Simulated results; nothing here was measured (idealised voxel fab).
Process module name: voxel transistor to metal
Xsec cut, 210 nm wide, square cell size 5 nm.
Cross-section, as written here: a square-cell grid given band by band from the top down, where a band holds one or more rows of cells.
Look at the band entry: it leads with the top's height and the bottom's height in nm. Then it lists the materials left to right, with a width in nm for each. The word "all across" on a single material says that material fills the band edge to edge. The word "air" is empty space.
Height datum 0, below which the as-received substrate wafer is one material. Lowest band open at the bottom, running downward: "0..down".
When a width is written as two numbers, as in "30->40", the first number is the width in the top row of cells of the band and the second is the width in its bottom row, and the width changes by the same amount from each row to the next.
What does "stayed the same" mean for a step? It means no cell of the cross-section changed in that step.
You'll see "Sealed void list" listing empty spaces that have no way open to the top, as long as they're 8 cells or more; the notation is width x height at distance, where the distance is from the left edge, and all of it is in nm.
Past the settings on a step's line: simulator remark, on that step.
"overlay nm", when on a step's line for a step with a mask, measures how far to the right of its planned place the mask lay; a negative measure means to the left.

The following list gives the planned process steps:
1 RECEIVE,material Si
2 CONFORMAL_DEP,material SiO2,thk nm 5
3 CONFORMAL_DEP,material SiN,thk nm 15
4 MASKED_ETCH,tone cover,mask id ACTIVE,width nm 100,etch materials SiN,depth nm 15,overlay nm 0
5 MASKED_ETCH,tone cover,mask id ACTIVE,width nm 100,etch materials SiO2,depth nm 5,overlay nm 0
6 MASKED_ETCH,tone cover,mask id ACTIVE,width nm 100,etch materials Si,depth nm 25,overlay nm 0
7 OXIDIZE,depth nm 5
8 FILL_DEP,material SiO2,thk nm 10
9 CMP,height nm 20
10 SELECTIVE_ETCH,etch materials SiO2,depth nm 15
11 STRIP,etch materials SiN
12 SELECTIVE_ETCH,etch materials SiO2,depth nm 5
13 OXIDIZE,depth nm 5
14 DIRECTIONAL_DEP,material polySi,thk nm 30
15 DIRECTIONAL_DEP,material SiCN,thk nm 10
16 MASKED_ETCH,tone cover,mask id GATE,width nm 20,etch materials SiCN,depth nm 20,overlay nm 0
17 MASKED_ETCH,tone cover,mask id GATE,width nm 20,etch materials polySi,depth nm 40,overlay nm 0
18 CONFORMAL_DEP,material SiO2,thk nm 5
19 DIRECTIONAL_ETCH,etch materials SiO2,depth nm 5
20 CONFORMAL_DEP,material SiN,thk nm 5
21 DIRECTIONAL_ETCH,etch materials SiN,depth nm 5
22 DIRECTIONAL_ETCH,etch materials SiO2,depth nm 5
23 DIRECTIONAL_ETCH,etch materials Si,depth nm 15
24 EPI,material nSi,thk nm 20
25 FILL_DEP,material SiO2,thk nm 5
26 CMP,height nm 40
27 DIRECTIONAL_DEP,material SiO2,thk nm 10
28 DIRECTIONAL_DEP,material aC,thk nm 10
29 PATTERN,tone open,mask id CONTACT,material resist,width nm 15,pitch nm 75,thk nm 25,overlay nm 0
30 DIRECTIONAL_ETCH,etch materials aC,depth nm 10
31 STRIP,etch materials resist
32 DIRECTIONAL_ETCH,etch materials SiO2,depth nm 50
33 STRIP,etch materials aC
34 CONFORMAL_DEP,material TiN,thk nm 5
35 FILL_DEP,material Ru,thk nm 5
36 CMP,height nm 50
37 CONFORMAL_DEP,material SiCN,thk nm 5
38 DIRECTIONAL_DEP,material lowk,thk nm 20
39 MASKED_ETCH,tone open,mask id METAL_1,width nm 15,pitch nm 75,etch materials lowk,depth nm 20,overlay nm 0
40 MASKED_ETCH,tone open,mask id METAL_1,width nm 15,pitch nm 75,etch materials SiCN,depth nm 5,overlay nm 0
41 CONFORMAL_DEP,material TiN,thk nm 5
42 FILL_DEP,material Cu,thk nm 5
43 CMP,height nm 75
44 CONFORMAL_DEP,material SiCN,thk nm 5

Wafer at receipt (post step 1), cross-section:
* 0..down: Si all across
* Sealed void list: none

The first of the two wafers as seen in cross-section once the module was finished; processing followed the plan:
* 80..75: SiCN all across
* 75..55: lowk: 60, TiN: 5, Cu: 5, TiN: 5, lowk: 60, TiN: 5, Cu: 5, TiN: 5, lowk: 60
* 55..50: SiCN: 60, TiN: 15, SiCN: 60, TiN: 15, SiCN: 60
* 50..40: SiO2: 60, TiN: 5, Ru: 5, TiN: 5, SiO2: 60, TiN: 5, Ru: 5, TiN: 5, SiO2: 60
* 40..30: SiO2: 60, TiN: 5, Ru: 5, TiN: 5, SiO2: 10, SiN: 5, SiO2: 5, SiCN: 20, SiO2: 5, SiN: 5, SiO2: 10, TiN: 5, Ru: 5, TiN: 5, SiO2: 60
* 30..20: SiO2: 60, TiN: 5, Ru: 5, TiN: 5, SiO2: 10, SiN: 5, SiO2: 5, polySi: 20, SiO2: 5, SiN: 5, SiO2: 10, TiN: 5, Ru: 5, TiN: 5, SiO2: 60
* 20..15: SiO2: 60, TiN: 15, SiO2: 10, SiN: 5, SiO2: 5, polySi: 20, SiO2: 5, SiN: 5, SiO2: 10, TiN: 15, SiO2: 60
* 15..0: SiO2: 60, TiN: 5, nSi: 20, SiN: 5, SiO2: 5, polySi: 20, SiO2: 5, SiN: 5, nSi: 20, TiN: 5, SiO2: 60
* 0..-5: SiO2: 55, nSi: 30, SiO2: 40, nSi: 30, SiO2: 55
* -5..-20: SiO2: 60, nSi: 25, Si: 40, nSi: 25, SiO2: 60
* -20..-30: SiO2: 60, Si: 90, SiO2: 60
* -30..down: Si all across
* Sealed void list: none

End of module, second wafer, cross-section. Started like the first, planned like the first, run with one mistake:
* 80..75: SiCN all across
* 75..55: lowk: 60, TiN: 5, Cu: 5, TiN: 5, lowk: 60, TiN: 5, Cu: 5, TiN: 5, lowk: 60
* 55..50: SiCN: 60, TiN: 15, SiCN: 60, TiN: 15, SiCN: 60
* 50..45: SiO2: 60, TiN: 5, Ru: 5, TiN: 5, SiO2: 60, TiN: 5, Ru: 5, TiN: 5, SiO2: 60
* 45..40: SiO2: 60, TiN: 15, SiO2: 60, TiN: 15, SiO2: 60
* 40..30: SiCN: 95, SiO2: 5, SiN: 10, SiO2: 5, SiCN: 95
* 30..0: polySi all across
* 0..-5: SiO2 all across
* -5..-30: SiO2: 60, Si: 90, SiO2: 60
* -30..down: Si all across
* Sealed void list: none
What was the processing mistake? step 16 was run on a setting that differed from the plan, and what really ran there is MASKED_ETCH,tone open,mask id GATE,width nm 20,etch materials SiCN,depth nm 20,overlay nm 0
Heads up, by the end the second wafer has more or fewer cells of some materials compared to the first: -10 Ru | +30 Si | +68 SiCN | -12 SiN | -212 SiO2 | -26 TiN | -66 nSi | +228 polySi
